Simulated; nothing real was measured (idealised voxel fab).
The following process module bears the name voxel transistor to metal.
It is cross-section cut that appears here, measuring 300 nm in width, its square cells being 5 nm in size.
Heads up, the way a cross-section reads in here is a grid of square cells, handed over as bands from the top down, with every band being one or more rows of cells.
Band: top and bottom heights (nm) first, top before bottom; then materials from left to right, widths in nm. "throughout" marks a sole material filling the band edge to edge. "air" denotes empty space.
Where do heights start? At 0: under that level the wafer as delivered is made of one material only. And the lowest band has no floor; it just carries on downward, as in "0 down".
It should be noted that a width expressed as "30 to 40" varies in equal increments from row to row of cells within the band, taking the value of the first number at the top row and that of the second number at the bottom row.
Any step labelled "all unchanged" changed none of the cells in the cross-section.
Voids not open to the top, 8 cells minimum: see "Sealed void list". Written width x height at distance; distance is from the left edge; nm.
What comes after the settings on a step's line is commentary from the simulator itself on that step.
You can add "overlay nm" to a step's line. For a step with a mask, it describes how far the mask lay to the right of its planned position, and a negative number describes a lay to the left.

This section lists the process steps that were planned:
| 1 | RECEIVE, material Si |
| 2 | CONFORMAL_DEP, material SiO2, thk nm 5 |
| 3 | CONFORMAL_DEP, material SiN, thk nm 10 |
| 4 | DIRECTIONAL_DEP, material aC, thk nm 15 |
| 5 | PATTERN, tone cover, mask id ACTIVE, material resist, width nm 120, pitch nm 140, thk nm 30, overlay nm 0 |
| 6 | DIRECTIONAL_ETCH, etch materials aC, depth nm 15 |
| 7 | STRIP, etch materials resist |
| 8 | DIRECTIONAL_ETCH, etch materials SiN, depth nm 10 |
| 9 | DIRECTIONAL_ETCH, etch materials SiO2, depth nm 5 |
| 10 | DIRECTIONAL_ETCH, etch materials Si, depth nm 20 |
| 11 | STRIP, etch materials aC |
| 12 | OXIDIZE, depth nm 5 |
| 13 | FILL_DEP, material SiO2, thk nm 10 |
| 14 | CMP, height nm 15 |
| 15 | SELECTIVE_ETCH, etch materials SiO2, depth nm 10 |
| 16 | STRIP, etch materials SiN |
| 17 | SELECTIVE_ETCH, etch materials SiO2, depth nm 5 |
| 18 | OXIDIZE, depth nm 5 |
| 19 | DIRECTIONAL_DEP, material polySi, thk nm 25 |
| 20 | DIRECTIONAL_DEP, material SiCN, thk nm 15 |
| 21 | PATTERN, tone cover, mask id GATE, material resist, width nm 30, pitch nm 140, thk nm 15, overlay nm 0 |
| 22 | DIRECTIONAL_ETCH, etch materials SiCN, depth nm 25 |
| 23 | DIRECTIONAL_ETCH, etch materials polySi, depth nm 35 |
| 24 | STRIP, etch materials resist |
| 25 | CONFORMAL_DEP, material SiN, thk nm 5 |
| 26 | DIRECTIONAL_ETCH, etch materials SiN, depth nm 5 |
| 27 | DIRECTIONAL_ETCH, etch materials SiO2, depth nm 5 |
| 28 | DIRECTIONAL_ETCH, etch materials Si, depth nm 5 |
| 29 | EPI, material nSi, thk nm 10 |
| 30 | FILL_DEP, material SiO2, thk nm 10 |
| 31 | CMP, height nm 25 |
| 32 | STRIP, etch materials polySi |
| 33 | SELECTIVE_ETCH, etch materials SiO2, depth nm 5 |
| 34 | CONFORMAL_DEP, material HfO2, thk nm 5 |
| 35 | CONFORMAL_DEP, material TiN, thk nm 5 |
| 36 | FILL_DEP, material W, thk nm 10 |
| 37 | CMP, height nm 20 |
| 38 | DIRECTIONAL_DEP, material SiO2, thk nm 10 |
| 39 | DIRECTIONAL_DEP, material aC, thk nm 10 |
| 40 | PATTERN, tone open, mask id CONTACT, material resist, width nm 20, thk nm 30, overlay nm 0 |
| 41 | DIRECTIONAL_ETCH, etch materials aC, depth nm 10 |
| 42 | STRIP, etch materials resist |
| 43 | DIRECTIONAL_ETCH, etch materials SiO2, depth nm 30 |
| 44 | STRIP, etch materials aC |
| 45 | CONFORMAL_DEP, material TiN, thk nm 5 |
| 46 | FILL_DEP, material W, thk nm 10 |
| 47 | CMP, height nm 30 |
| 48 | CONFORMAL_DEP, material SiN, thk nm 5 |
| 49 | DIRECTIONAL_DEP, material SiO2, thk nm 15 |
| 50 | PATTERN, tone open, mask id METAL_1, material resist, width nm 20, thk nm 15, overlay nm 0 |
| 51 | DIRECTIONAL_ETCH, etch materials SiO2, depth nm 15 |
| 52 | DIRECTIONAL_ETCH, etch materials SiN, depth nm 5 |
| 53 | STRIP, etch materials resist |
| 54 | CONFORMAL_DEP, material TiN, thk nm 5 |
| 55 | FILL_DEP, material Ru, thk nm 5 |
| 56 | CMP, height nm 50 |
| 57 | EPI, material Ru, thk nm 5 |
| 58 | FILL_DEP, material SiCN, thk nm 5 |
| 59 | DIRECTIONAL_DEP, material SiO2, thk nm 30 |
| 60 | DIRECTIONAL_DEP, material aC, thk nm 10 |
| 61 | PATTERN, tone open, mask id METAL_2, material resist, width nm 20, pitch nm 140, thk nm 30, overlay nm 0 |
| 62 | DIRECTIONAL_ETCH, etch materials aC, depth nm 10 |
| 63 | STRIP, etch materials resist |
| 64 | DIRECTIONAL_ETCH, etch materials SiO2, depth nm 15 |
| 65 | STRIP, etch materials aC |
| 66 | MASKED_ETCH, tone open, mask id METAL_2_HOLES, width nm 15, pitch nm 140, etch materials SiO2, depth nm 15, overlay nm 0 |
| 67 | MASKED_ETCH, tone open, mask id METAL_2_HOLES, width nm 15, pitch nm 140, etch materials SiCN, depth nm 5, overlay nm 0 |
| 68 | CONFORMAL_DEP, material TiN, thk nm 5 |
| 69 | FILL_DEP, material Cu, thk nm 5 |
| 70 | CMP, height nm 90 |
| 71 | CONFORMAL_DEP, material SiN, thk nm 5 |

Delivered wafer in cross-section: state after step 1:
	0 down = Si throughout
	Sealed void list: none

Starting structure and process plan are as shown above, but one mistake was made in running the module; the wafer cross-section at the end of the module follows:
	95 to 90 = SiN throughout
	90 to 80 = SiO2 (30)  TiN (5)  Cu (10)  TiN (5)  SiO2 (120)  TiN (5)  Cu (10)  TiN (5)  SiO2 (110)
	80 to 75 = SiO2 (30)  TiN (5)  Cu (5)  TiN (10)  SiO2 (120)  TiN (5)  Cu (5)  TiN (10)  SiO2 (110)
	75 to 60 = SiO2 (30)  TiN (5)  Cu (5)  TiN (5)  SiO2 (125)  TiN (5)  Cu (5)  TiN (5)  SiO2 (115)
	60 to 55 = SiCN (30)  TiN (15)  SiCN (125)  TiN (15)  SiCN (115)
	55 to 50 = SiCN (25)  Ru (30)  SiCN (50)  Ru (30)  SiCN (30)  Ru (30)  SiCN (50)  Ru (30)  SiCN (25)
	50 to 35 = SiO2 (30)  TiN (5)  Ru (10)  TiN (5)  SiO2 (60)  TiN (5)  Ru (10)  TiN (5)  SiO2 (40)  TiN (5)  Ru (10)  TiN (5)  SiO2 (60)  TiN (5)  Ru (10)  TiN (5)  SiO2 (30)
	35 to 30 = SiN (30)  TiN (20)  SiN (60)  TiN (20)  SiN (40)  TiN (20)  SiN (60)  TiN (20)  SiN (30)
	30 to 20 = SiO2 (30)  TiN (5)  W (10)  TiN (5)  SiO2 (60)  TiN (5)  W (10)  TiN (5)  SiO2 (40)  TiN (5)  W (10)  TiN (5)  SiO2 (60)  TiN (5)  W (10)  TiN (5)  SiO2 (30)
	20 to 5 = SiO2 (30)  TiN (5)  W (10)  TiN (5)  SiO2 (10)  SiN (5)  HfO2 (5)  TiN (5)  W (10)  TiN (5)  HfO2 (5)  SiN (5)  SiO2 (10)  TiN (5)  W (10)  TiN (5)  SiO2 (40)  TiN (5)  W (10)  TiN (5)  SiO2 (10)  SiN (5)  HfO2 (5)  TiN (5)  W (10)  TiN (5)  HfO2 (5)  SiN (5)  SiO2 (10)  TiN (5)  W (10)  TiN (5)  SiO2 (30)
	5 to 0 = SiO2 (30)  TiN (20)  nSi (10)  SiN (5)  HfO2 (5)  TiN (20)  HfO2 (5)  SiN (5)  nSi (10)  TiN (20)  SiO2 (40)  TiN (20)  nSi (10)  SiN (5)  HfO2 (5)  TiN (20)  HfO2 (5)  SiN (5)  nSi (10)  TiN (20)  SiO2 (30)
	0 to -5 = SiO2 (25)  nSi (35)  HfO2 (40)  nSi (35)  SiO2 (30)  nSi (35)  HfO2 (40)  nSi (35)  SiO2 (25)
	-5 to -10 = SiO2 (30)  nSi (30)  Si (40)  nSi (30)  SiO2 (40)  nSi (30)  Si (40)  nSi (30)  SiO2 (30)
	-10 to -25 = SiO2 (30)  Si (100)  SiO2 (40)  Si (100)  SiO2 (30)
	-25 down = Si throughout
	Sealed void list: none
What was done differently from what was planned? for step 5, the planned setting was not used; the step was instead run as PATTERN, tone cover, mask id ACTIVE, material resist, width nm 110, pitch nm 140, thk nm 30, overlay nm 0
